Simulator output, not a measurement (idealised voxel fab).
Proc. module: voxel capacitor over wiring
Shown is cross-section cut, with a width of 155 nm and square cells of size 5 nm.
This document writes a cross-section as a grid whose cells are square, and gives it as bands, listed from the top down; one or more rows of cells form a band. It is stipulated that each band's entry specify, in nanometres, the height of the top of the band and then that of its bottom, followed by the materials of the band in left-to-right sequence, each together with its width in nanometres. A single material marked by the word "edge to edge" is understood to fill the band from edge to edge; the word "blank" is understood to denote empty space. The reference from which all heights are counted is 0, the level beneath which the as-received wafer is entirely one material; the lowest band, having no lower bound, proceeds downward and is written after the example "0..down". Per-row width for "30->40": begins at first number (top row of band), ends at second number (bottom row), increment between rows held constant. "no change" after a step means that no cell of the cross-section changed. "Enclosed voids" contains a list of empty spaces, each no smaller than 8 cells and without an open way to the top, written in the form width x height at distance with the distance from the left edge and all three in nm. Note: text after step settings on the step line = simulator remark on that step. overlay nm: step with mask; distance mask lay right of planned place; negative value = left of planned place. Structure of the following material. The material consists of pairs of cross-sections. Each pair comprises the cross-section before one process step and the cross-section after that step, the latter shown only down to the lowest band that changed. The step between the cross-sections is specified beneath each pair, including its settings. Pairs are not necessarily consecutive: they may derive from different runs of this module performed on the same starting wafer. Continuity with the pair above is to be assumed only where the entry headed "Pre-step view" of the pair in question states it.

**Pre-step view**
	90..80  blank=30, then aC=70, then blank=55
	80..75  blank=30, then TiN=70, then blank=55
	75..70  blank=25, then aC=5, then TiN=70, then aC=5, then blank=50
	70..65  blank=25, then aC=5, then HfO2=70, then aC=5, then blank=50
	65..55  blank=25, then TiN=80, then blank=50
	55..50  SiO2=30, then TiN=5, then W=5, then TiN=5, then SiO2=110
	50..45  SiCN=30, then TiN=15, then SiCN=110
	45..20  SiO2=15, then TiN=5, then Cu=20, then TiN=5, then SiO2=65, then TiN=5, then Cu=20, then TiN=5, then SiO2=15
	20..15  SiCN=15, then TiN=30, then SiCN=65, then TiN=30, then SiCN=15
	15..0  SiO2 edge to edge
	0..down  Si edge to edge
	Enclosed voids: none

**Section After Processing**
	80..70  blank=30, then TiN=70, then blank=55
	70..65  blank=30, then HfO2=70, then blank=55
	Whatever lies below 65 is exactly as it was before.
	Enclosed voids: none
Step between the pre-process and post-process cross-sections given above: STRIP,etch materials aC

Pre-step view: Please consult the pair immediately above; the cross-section it shows after its step is the state before this step.

**Section After Processing**
	100..80  SiO2 edge to edge
	80..70  SiO2=30, then TiN=70, then SiO2=55
	70..65  SiO2=30, then HfO2=70, then SiO2=55
	65..55  SiO2=25, then TiN=80, then SiO2=50
	Whatever lies below 55 is exactly as it was before.
	Enclosed voids: none
Step between the pre-process and post-process cross-sections given above: FILL_DEP,material SiO2,thk nm 20

Pre-step view: Please consult the pair immediately above; the cross-section it shows after its step is the state before this step.

**Section After Processing**
	100..85  SiO2=40, then blank=15, then SiO2=100
	Whatever lies below 85 is exactly as it was before.
	Enclosed voids: none
Step between the pre-process and post-process cross-sections given above: MASKED_ETCH,tone open,mask id PLUG_2,width nm 15,etch materials SiO2,depth nm 15,overlay nm 0

Pre-step view: Please consult the pair immediately above; the cross-section it shows after its step is the state before this step.

**Section After Processing**
	105..100  TiN=45, then blank=5, then TiN=105
	100..90  SiO2=40, then TiN=5, then blank=5, then TiN=5, then SiO2=100
	90..85  SiO2=40, then TiN=15, then SiO2=100
	Whatever lies below 85 is exactly as it was before.
	Enclosed voids: none
Step between the pre-process and post-process cross-sections given above: CONFORMAL_DEP,material TiN,thk nm 5

Pre-step view: Please consult the pair immediately above; the cross-section it shows after its step is the state before this step.

**Section After Processing**
	115..105  Ru edge to edge
	105..100  TiN=45, then Ru=5, then TiN=105
	100..90  SiO2=40, then TiN=5, then Ru=5, then TiN=5, then SiO2=100
	Whatever lies below 90 is exactly as it was before.
	Enclosed voids: none
Step between the pre-process and post-process cross-sections given above: FILL_DEP,material Ru,thk nm 10

Pre-step view: Please consult the pair immediately above; the cross-section it shows after its step is the state before this step.

**Section After Processing**
	100..90  SiO2=40, then TiN=5, then Ru=5, then TiN=5, then SiO2=100
	Whatever lies below 90 is exactly as it was before.
	Enclosed voids: none
Step between the pre-process and post-process cross-sections given above: CMP,height nm 100

Pre-step view: Please consult the pair immediately above; the cross-section it shows after its step is the state before this step.

**Section After Processing**
	105..100  SiCN edge to edge
	Whatever lies below 100 is exactly as it was before.
	Enclosed voids: none
Step between the pre-process and post-process cross-sections given above: CONFORMAL_DEP,material SiCN,thk nm 5

**Pre-step view**
	100..85  SiO2 edge to edge
	85..75  SiO2=30, then TiN=70, then SiO2=55
	75..70  SiO2=30, then HfO2=70, then SiO2=55
	70..60  SiO2=25, then TiN=80, then SiO2=50
	60..50  SiO2=30, then TiN=5, then W=5, then TiN=5, then SiO2=110
	50..45  SiCN=30, then TiN=15, then SiCN=110
	45..20  SiO2=15, then TiN=5, then Cu=20, then TiN=5, then SiO2=65, then TiN=5, then Cu=20, then TiN=5, then SiO2=15
	20..15  SiCN=15, then TiN=30, then SiCN=65, then TiN=30, then SiCN=15
	15..0  SiO2 edge to edge
	0..down  Si edge to edge
	Enclosed voids: none

**Section After Processing**
	100..85  SiO2=35, then blank=25, then SiO2=95
	Whatever lies below 85 is exactly as it was before.
	Enclosed voids: none
Step between the pre-process and post-process cross-sections given above: MASKED_ETCH,tone open,mask id PLUG_2,width nm 25,etch materials SiO2,depth nm 15,overlay nm 0

Pre-step view: Please consult the pair immediately above; the cross-section it shows after its step is the state before this step.

**Section After Processing**
	105..100  TiN=40, then blank=15, then TiN=100
	100..90  SiO2=35, then TiN=5, then blank=15, then TiN=5, then SiO2=95
	90..85  SiO2=35, then TiN=25, then SiO2=95
	Whatever lies below 85 is exactly as it was before.
	Enclosed voids: none
Step between the pre-process and post-process cross-sections given above: CONFORMAL_DEP,material TiN,thk nm 5

Pre-step view: Please consult the pair immediately above; the cross-section it shows after its step is the state before this step.

**Section After Processing**
	115..105  Ru edge to edge
	105..100  TiN=40, then Ru=15, then TiN=100
	100..90  SiO2=35, then TiN=5, then Ru=15, then TiN=5, then SiO2=95
	Whatever lies below 90 is exactly as it was before.
	Enclosed voids: none
Step between the pre-process and post-process cross-sections given above: FILL_DEP,material Ru,thk nm 10

Pre-step view: Please consult the pair immediately above; the cross-section it shows after its step is the state before this step.

**Section After Processing**
	100..90  SiO2=35, then TiN=5, then Ru=15, then TiN=5, then SiO2=95
	Whatever lies below 90 is exactly as it was before.
	Enclosed voids: none
Step between the pre-process and post-process cross-sections given above: CMP,height nm 100

Pre-step view: Please consult the pair immediately above; the cross-section it shows after its step is the state before this step.

**Section After Processing**
	105..100  SiCN edge to edge
	Whatever lies below 100 is exactly as it was before.
	Enclosed voids: none
Step between the pre-process and post-process cross-sections given above: CONFORMAL_DEP,material SiCN,thk nm 5

**Pre-step view**
	85..75  TiN edge to edge
	75..70  HfO2 edge to edge
	70..60  TiN edge to edge
	60..50  SiO2=30, then TiN=5, then W=5, then TiN=5, then SiO2=110
	50..45  SiCN=30, then TiN=15, then SiCN=110
	45..20  SiO2=15, then TiN=5, then Cu=20, then TiN=5, then SiO2=65, then TiN=5, then Cu=20, then TiN=5, then SiO2=15
	20..15  SiCN=15, then TiN=30, then SiCN=65, then TiN=30, then SiCN=15
	15..0  SiO2 edge to edge
	0..down  Si edge to edge
	Enclosed voids: none

**Section After Processing**
	100..85  blank=20, then resist=70, then blank=65
	Whatever lies below 85 is exactly as it was before.
	Enclosed voids: none
Step between the pre-process and post-process cross-sections given above: PATTERN,tone cover,mask id UPPER_PLATE,material resist,width nm 70,thk nm 15,overlay nm -10

Pre-step view: Please consult the pair immediately above; the cross-section it shows after its step is the state before this step.

**Section After Processing**
	100..85  blank=20, then resist=70, then blank=65
	85..75  blank=20, then TiN=70, then blank=65
	Whatever lies below 75 is exactly as it was before.
	Enclosed voids: none
Step between the pre-process and post-process cross-sections given above: DIRECTIONAL_ETCH,etch materials TiN,depth nm 10

Pre-step view: Please consult the pair immediately above; the cross-section it shows after its step is the state before this step.

**Section After Processing**
	100..85  blank=20, then resist=70, then blank=65
	85..75  blank=20, then TiN=70, then blank=65
	75..70  blank=20, then HfO2=70, then blank=65
	Whatever lies below 70 is exactly as it was before.
	Enclosed voids: none
Step between the pre-process and post-process cross-sections given above: DIRECTIONAL_ETCH,etch materials HfO2,depth nm 5

Pre-step view: Please consult the pair immediately above; the cross-section it shows after its step is the state before this step.

**Section After Processing**
	85..75  blank=20, then TiN=70, then blank=65
	Whatever lies below 75 is exactly as it was before.
	Enclosed voids: none
Step between the pre-process and post-process cross-sections given above: STRIP,etch materials resist

Pre-step view: Please consult the pair immediately above; the cross-section it shows after its step is the state before this step.

**Section After Processing**
	95..85  blank=20, then aC=70, then blank=65
	85..80  blank=20, then TiN=70, then blank=65
	80..75  aC=20, then TiN=70, then aC=65
	75..70  aC=20, then HfO2=70, then aC=65
	Whatever lies below 70 is exactly as it was before.
	Enclosed voids: none
Step between the pre-process and post-process cross-sections given above: DIRECTIONAL_DEP,material aC,thk nm 10

Pre-step view: Please consult the pair immediately above; the cross-section it shows after its step is the state before this step.

**Section After Processing**
	120..95  blank=25, then resist=80, then blank=50
	95..85  blank=20, then aC=70, then resist=15, then blank=50
	85..80  blank=20, then TiN=70, then resist=15, then blank=50
	Whatever lies below 80 is exactly as it was before.
	Enclosed voids: none
Step between the pre-process and post-process cross-sections given above: PATTERN,tone cover,mask id LOWER_PLATE,material resist,width nm 80,thk nm 25,overlay nm 0

Pre-step view: Please consult the pair immediately above; the cross-section it shows after its step is the state before this step.

**Section After Processing**
	110..95  blank=25, then resist=80, then blank=50
	95..85  blank=25, then aC=65, then resist=15, then blank=50
	85..80  blank=20, then TiN=70, then resist=15, then blank=50
	80..75  blank=20, then TiN=70, then aC=15, then blank=50
	75..70  blank=20, then HfO2=70, then aC=15, then blank=50
	Whatever lies below 70 is exactly as it was before.
	Enclosed voids: none
Step between the pre-process and post-process cross-sections given above: DIRECTIONAL_ETCH,etch materials aC,depth nm 10

Pre-step view: Please consult the pair immediately above; the cross-section it shows after its step is the state before this step.

**Section After Processing**
	95..85  blank=25, then aC=65, then blank=65
	85..80  blank=20, then TiN=70, then blank=65
	Whatever lies below 80 is exactly as it was before.
	Enclosed voids: none
Step between the pre-process and post-process cross-sections given above: STRIP,etch materials resist

Pre-step view: Please consult the pair immediately above; the cross-section it shows after its step is the state before this step.

**Section After Processing**
	95..85  blank=25, then aC=65, then blank=65
	85..80  blank=25, then TiN=65, then blank=65
	80..75  blank=25, then TiN=65, then aC=15, then blank=50
	75..70  blank=20, then HfO2=70, then aC=15, then blank=50
	70..60  blank=20, then TiN=85, then blank=50
	Whatever lies below 60 is exactly as it was before.
	Enclosed voids: none
Step between the pre-process and post-process cross-sections given above: DIRECTIONAL_ETCH,etch materials TiN,depth nm 10

Pre-step view: Please consult the pair immediately above; the cross-section it shows after its step is the state before this step.

**Section After Processing**
	85..75  blank=25, then TiN=65, then blank=65
	75..70  blank=20, then HfO2=70, then blank=65
	Whatever lies below 70 is exactly as it was before.
	Enclosed voids: none
Step between the pre-process and post-process cross-sections given above: STRIP,etch materials aC

Pre-step view: Please consult the pair immediately above; the cross-section it shows after its step is the state before this step.

**Section After Processing**
	105..85  SiO2 edge to edge
	85..75  SiO2=25, then TiN=65, then SiO2=65
	75..70  SiO2=20, then HfO2=70, then SiO2=65
	70..60  SiO2=20, then TiN=85, then SiO2=50
	Whatever lies below 60 is exactly as it was before.
	Enclosed voids: none
Step between the pre-process and post-process cross-sections given above: FILL_DEP,material SiO2,thk nm 20

Pre-step view: Please consult the pair immediately above; the cross-section it shows after its step is the state before this step.

**Section After Processing**
	100..85  SiO2 edge to edge
	Whatever lies below 85 is exactly as it was before.
	Enclosed voids: none
Step between the pre-process and post-process cross-sections given above: CMP,height nm 100

Pre-step view: Please consult the pair immediately above; the cross-section it shows after its step is the state before this step.

**Section After Processing**
	100..85  SiO2=40, then blank=15, then SiO2=100
	Whatever lies below 85 is exactly as it was before.
	Enclosed voids: none
Step between the pre-process and post-process cross-sections given above: MASKED_ETCH,tone open,mask id PLUG_2,width nm 15,etch materials SiO2,depth nm 15,overlay nm 0

Pre-step view: Please consult the pair immediately above; the cross-section it shows after its step is the state before this step.

**Section After Processing**
	105..100  TiN=45, then blank=5, then TiN=105
	100..90  SiO2=40, then TiN=5, then blank=5, then TiN=5, then SiO2=100
	90..85  SiO2=40, then TiN=15, then SiO2=100
	Whatever lies below 85 is exactly as it was before.
	Enclosed voids: none
Step between the pre-process and post-process cross-sections given above: CONFORMAL_DEP,material TiN,thk nm 5

Pre-step view: Please consult the pair immediately above; the cross-section it shows after its step is the state before this step.

**Section After Processing**
	115..105  Ru edge to edge
	105..100  TiN=45, then Ru=5, then TiN=105
	100..90  SiO2=40, then TiN=5, then Ru=5, then TiN=5, then SiO2=100
	Whatever lies below 90 is exactly as it was before.
	Enclosed voids: none
Step between the pre-process and post-process cross-sections given above: FILL_DEP,material Ru,thk nm 10

Pre-step view: Please consult the pair immediately above; the cross-section it shows after its step is the state before this step.

**Section After Processing**
	100..90  SiO2=40, then TiN=5, then Ru=5, then TiN=5, then SiO2=100
	Whatever lies below 90 is exactly as it was before.
	Enclosed voids: none
Step between the pre-process and post-process cross-sections given above: CMP,height nm 100

Pre-step view: Please consult the pair immediately above; the cross-section it shows after its step is the state before this step.

**Section After Processing**
	105..100  SiCN edge to edge
	Whatever lies below 100 is exactly as it was before.
	Enclosed voids: none
Step between the pre-process and post-process cross-sections given above: CONFORMAL_DEP,material SiCN,thk nm 5

**Pre-step view**
	60..50  SiO2=30, then blank=15, then SiO2=110
	50..45  SiCN=30, then blank=15, then SiCN=110
	45..20  SiO2=15, then TiN=5, then Cu=20, then TiN=5, then SiO2=65, then TiN=5, then Cu=20, then TiN=5, then SiO2=15
	20..15  SiCN=15, then TiN=30, then SiCN=65, then TiN=30, then SiCN=15
	15..0  SiO2 edge to edge
	0..down  Si edge to edge
	Enclosed voids: none

**Section After Processing**
	65..50  SiO2=35, then blank=5, then SiO2=115
	50..45  SiCN=30, then SiO2=15, then SiCN=110
	Whatever lies below 45 is exactly as it was before.
	Enclosed voids: none
Step between the pre-process and post-process cross-sections given above: CONFORMAL_DEP,material SiO2,thk nm 5

Pre-step view: Please consult the pair immediately above; the cross-section it shows after its step is the state before this step.

**Section After Processing**
	75..65  W edge to edge
	65..50  SiO2=35, then W=5, then SiO2=115
	Whatever lies below 50 is exactly as it was before.
	Enclosed voids: none
Step between the pre-process and post-process cross-sections given above: FILL_DEP,material W,thk nm 10

Pre-step view: Please consult the pair immediately above; the cross-section it shows after its step is the state before this step.

**Section After Processing**
	60..50  SiO2=35, then W=5, then SiO2=115
	Whatever lies below 50 is exactly as it was before.
	Enclosed voids: none
Step between the pre-process and post-process cross-sections given above: CMP,height nm 60

Pre-step view: Please consult the pair immediately above; the cross-section it shows after its step is the state before this step.

**Section After Processing**
	70..60  TiN edge to edge
	Whatever lies below 60 is exactly as it was before.
	Enclosed voids: none
Step between the pre-process and post-process cross-sections given above: DIRECTIONAL_DEP,material TiN,thk nm 10

Pre-step view: Please consult the pair immediately above; the cross-section it shows after its step is the state before this step.

**Section After Processing**
	75..70  HfO2 edge to edge
	Whatever lies below 70 is exactly as it was before.
	Enclosed voids: none
Step between the pre-process and post-process cross-sections given above: DIRECTIONAL_DEP,material HfO2,thk nm 5

Pre-step view: Please consult the pair immediately above; the cross-section it shows after its step is the state before this step.

**Section After Processing**
	85..75  TiN edge to edge
	Whatever lies below 75 is exactly as it was before.
	Enclosed voids: none
Step between the pre-process and post-process cross-sections given above: DIRECTIONAL_DEP,material TiN,thk nm 10

Pre-step view: Please consult the pair immediately above; the cross-section it shows after its step is the state before this step.

**Section After Processing**
	100..85  blank=30, then resist=70, then blank=55
	Whatever lies below 85 is exactly as it was before.
	Enclosed voids: none
Step between the pre-process and post-process cross-sections given above: PATTERN,tone cover,mask id UPPER_PLATE,material resist,width nm 70,thk nm 15,overlay nm 0

Pre-step view: Please consult the pair immediately above; the cross-section it shows after its step is the state before this step.

**Section After Processing**
	100..85  blank=30, then resist=70, then blank=55
	85..75  blank=30, then TiN=70, then blank=55
	Whatever lies below 75 is exactly as it was before.
	Enclosed voids: none
Step between the pre-process and post-process cross-sections given above: DIRECTIONAL_ETCH,etch materials TiN,depth nm 10

Pre-step view: Please consult the pair immediately above; the cross-section it shows after its step is the state before this step.

**Section After Processing**
	100..85  blank=30, then resist=70, then blank=55
	85..75  blank=30, then TiN=70, then blank=55
	75..70  blank=30, then HfO2=70, then blank=55
	Whatever lies below 70 is exactly as it was before.
	Enclosed voids: none
Step between the pre-process and post-process cross-sections given above: DIRECTIONAL_ETCH,etch materials HfO2,depth nm 5

Pre-step view: Please consult the pair immediately above; the cross-section it shows after its step is the state before this step.

**Section After Processing**
	85..75  blank=30, then TiN=70, then blank=55
	Whatever lies below 75 is exactly as it was before.
	Enclosed voids: none
Step between the pre-process and post-process cross-sections given above: STRIP,etch materials resist

Pre-step view: Please consult the pair immediately above; the cross-section it shows after its step is the state before this step.

**Section After Processing**
	95..85  blank=30, then aC=70, then blank=55
	85..80  blank=30, then TiN=70, then blank=55
	80..75  aC=30, then TiN=70, then aC=55
	75..70  aC=30, then HfO2=70, then aC=55
	Whatever lies below 70 is exactly as it was before.
	Enclosed voids: none
Step between the pre-process and post-process cross-sections given above: DIRECTIONAL_DEP,material aC,thk nm 10

Pre-step view: Please consult the pair immediately above; the cross-section it shows after its step is the state before this step.

**Section After Processing**
	120..95  blank=25, then resist=80, then blank=50
	95..85  blank=25, then resist=5, then aC=70, then resist=5, then blank=50
	85..80  blank=25, then resist=5, then TiN=70, then resist=5, then blank=50
	Whatever lies below 80 is exactly as it was before.
	Enclosed voids: none
Step between the pre-process and post-process cross-sections given above: PATTERN,tone cover,mask id LOWER_PLATE,material resist,width nm 80,thk nm 25,overlay nm 0

Pre-step view: Please consult the pair immediately above; the cross-section it shows after its step is the state before this step.

**Section After Processing**
	110..95  blank=25, then resist=80, then blank=50
	95..85  blank=25, then resist=5, then aC=70, then resist=5, then blank=50
	85..80  blank=25, then resist=5, then TiN=70, then resist=5, then blank=50
	80..75  blank=25, then aC=5, then TiN=70, then aC=5, then blank=50
	75..70  blank=25, then aC=5, then HfO2=70, then aC=5, then blank=50
	Whatever lies below 70 is exactly as it was before.
	Enclosed voids: none
Step between the pre-process and post-process cross-sections given above: DIRECTIONAL_ETCH,etch materials aC,depth nm 10

Pre-step view: Please consult the pair immediately above; the cross-section it shows after its step is the state before this step.

**Section After Processing**
	95..85  blank=30, then aC=70, then blank=55
	85..80  blank=30, then TiN=70, then blank=55
	Whatever lies below 80 is exactly as it was before.
	Enclosed voids: none
Step between the pre-process and post-process cross-sections given above: STRIP,etch materials resist

Pre-step view: Please consult the pair immediately above; the cross-section it shows after its step is the state before this step.

**Section After Processing**
	95..85  blank=30, then aC=70, then blank=55
	85..80  blank=30, then TiN=70, then blank=55
	80..75  blank=25, then aC=5, then TiN=70, then aC=5, then blank=50
	75..70  blank=25, then aC=5, then HfO2=70, then aC=5, then blank=50
	70..60  blank=25, then TiN=80, then blank=50
	Whatever lies below 60 is exactly as it was before.
	Enclosed voids: none
Step between the pre-process and post-process cross-sections given above: DIRECTIONAL_ETCH,etch materials TiN,depth nm 10

Pre-step view: Please consult the pair immediately above; the cross-section it shows after its step is the state before this step.

**Section After Processing**
	85..75  blank=30, then TiN=70, then blank=55
	75..70  blank=30, then HfO2=70, then blank=55
	Whatever lies below 70 is exactly as it was before.
	Enclosed voids: none
Step between the pre-process and post-process cross-sections given above: STRIP,etch materials aC

Pre-step view: Please consult the pair immediately above; the cross-section it shows after its step is the state before this step.

**Section After Processing**
	105..85  SiO2 edge to edge
	85..75  SiO2=30, then TiN=70, then SiO2=55
	75..70  SiO2=30, then HfO2=70, then SiO2=55
	70..60  SiO2=25, then TiN=80, then SiO2=50
	Whatever lies below 60 is exactly as it was before.
	Enclosed voids: none
Step between the pre-process and post-process cross-sections given above: FILL_DEP,material SiO2,thk nm 20

Pre-step view: Please consult the pair immediately above; the cross-section it shows after its step is the state before this step.

**Section After Processing**
	100..85  SiO2 edge to edge
	Whatever lies below 85 is exactly as it was before.
	Enclosed voids: none
Step between the pre-process and post-process cross-sections given above: CMP,height nm 100

Pre-step view: Please consult the pair immediately above; the cross-section it shows after its step is the state before this step.

**Section After Processing**
	100..85  SiO2=40, then blank=15, then SiO2=100
	Whatever lies below 85 is exactly as it was before.
	Enclosed voids: none
Step between the pre-process and post-process cross-sections given above: MASKED_ETCH,tone open,mask id PLUG_2,width nm 15,etch materials SiO2,depth nm 15,overlay nm 0

Pre-step view: Please consult the pair immediately above; the cross-section it shows after its step is the state before this step.

**Section After Processing**
	105..100  TiN=45, then blank=5, then TiN=105
	100..90  SiO2=40, then TiN=5, then blank=5, then TiN=5, then SiO2=100
	90..85  SiO2=40, then TiN=15, then SiO2=100
	Whatever lies below 85 is exactly as it was before.
	Enclosed voids: none
Step between the pre-process and post-process cross-sections given above: CONFORMAL_DEP,material TiN,thk nm 5

Pre-step view: Please consult the pair immediately above; the cross-section it shows after its step is the state before this step.

**Section After Processing**
	115..105  Ru edge to edge
	105..100  TiN=45, then Ru=5, then TiN=105
	100..90  SiO2=40, then TiN=5, then Ru=5, then TiN=5, then SiO2=100
	Whatever lies below 90 is exactly as it was before.
	Enclosed voids: none
Step between the pre-process and post-process cross-sections given above: FILL_DEP,material Ru,thk nm 10

Pre-step view: Please consult the pair immediately above; the cross-section it shows after its step is the state before this step.

**Section After Processing**
	100..90  SiO2=40, then TiN=5, then Ru=5, then TiN=5, then SiO2=100
	Whatever lies below 90 is exactly as it was before.
	Enclosed voids: none
Step between the pre-process and post-process cross-sections given above: CMP,height nm 100

Pre-step view: Please consult the pair immediately above; the cross-section it shows after its step is the state before this step.

**Section After Processing**
	105..100  SiCN edge to edge
	Whatever lies below 100 is exactly as it was before.
	Enclosed voids: none
Step between the pre-process and post-process cross-sections given above: CONFORMAL_DEP,material SiCN,thk nm 5

**Pre-step view**
	100..85  SiO2 edge to edge
	85..75  SiO2=30, then TiN=70, then SiO2=55
	75..70  SiO2=30, then HfO2=70, then SiO2=55
	70..60  SiO2=25, then TiN=80, then SiO2=50
	60..50  SiO2=30, then TiN=5, then W=5, then TiN=5, then SiO2=110
	50..45  SiCN=30, then TiN=15, then SiCN=110
	45..20  SiO2=15, then TiN=5, then Cu=20, then TiN=5, then SiO2=65, then TiN=5, then Cu=20, then TiN=5, then SiO2=15
	20..15  SiCN=15, then TiN=30, then SiCN=65, then TiN=30, then SiCN=15
	15..0  SiO2 edge to edge
	0..down  Si edge to edge
	Enclosed voids: none

**Section After Processing**
	100..85  blank=40, then SiO2=15, then blank=100
	Whatever lies below 85 is exactly as it was before.
	Enclosed voids: none
Step between the pre-process and post-process cross-sections given above: MASKED_ETCH,tone cover,mask id PLUG_2,width nm 15,etch materials SiO2,depth nm 15,overlay nm 0

Pre-step view: Please consult the pair immediately above; the cross-section it shows after its step is the state before this step.

**Section After Processing**
	105..100  blank=35, then TiN=25, then blank=95
	100..90  blank=35, then TiN=5, then SiO2=15, then TiN=5, then blank=95
	90..85  TiN=40, then SiO2=15, then TiN=100
	Whatever lies below 85 is exactly as it was before.
	Enclosed voids: none
Step between the pre-process and post-process cross-sections given above: CONFORMAL_DEP,material TiN,thk nm 5

Pre-step view: Please consult the pair immediately above; the cross-section it shows after its step is the state before this step.

**Section After Processing**
	115..105  Ru edge to edge
	105..100  Ru=35, then TiN=25, then Ru=95
	100..90  Ru=35, then TiN=5, then SiO2=15, then TiN=5, then Ru=95
	Whatever lies below 90 is exactly as it was before.
	Enclosed voids: none
Step between the pre-process and post-process cross-sections given above: FILL_DEP,material Ru,thk nm 10

Pre-step view: Please consult the pair immediately above; the cross-section it shows after its step is the state before this step.

**Section After Processing**
	100..90  Ru=35, then TiN=5, then SiO2=15, then TiN=5, then Ru=95
	Whatever lies below 90 is exactly as it was before.
	Enclosed voids: none
Step between the pre-process and post-process cross-sections given above: CMP,height nm 100

Pre-step view: Please consult the pair immediately above; the cross-section it shows after its step is the state before this step.

**Section After Processing**
	105..100  SiCN edge to edge
	Whatever lies below 100 is exactly as it was before.
	Enclosed voids: none
Step between the pre-process and post-process cross-sections given above: CONFORMAL_DEP,material SiCN,thk nm 5
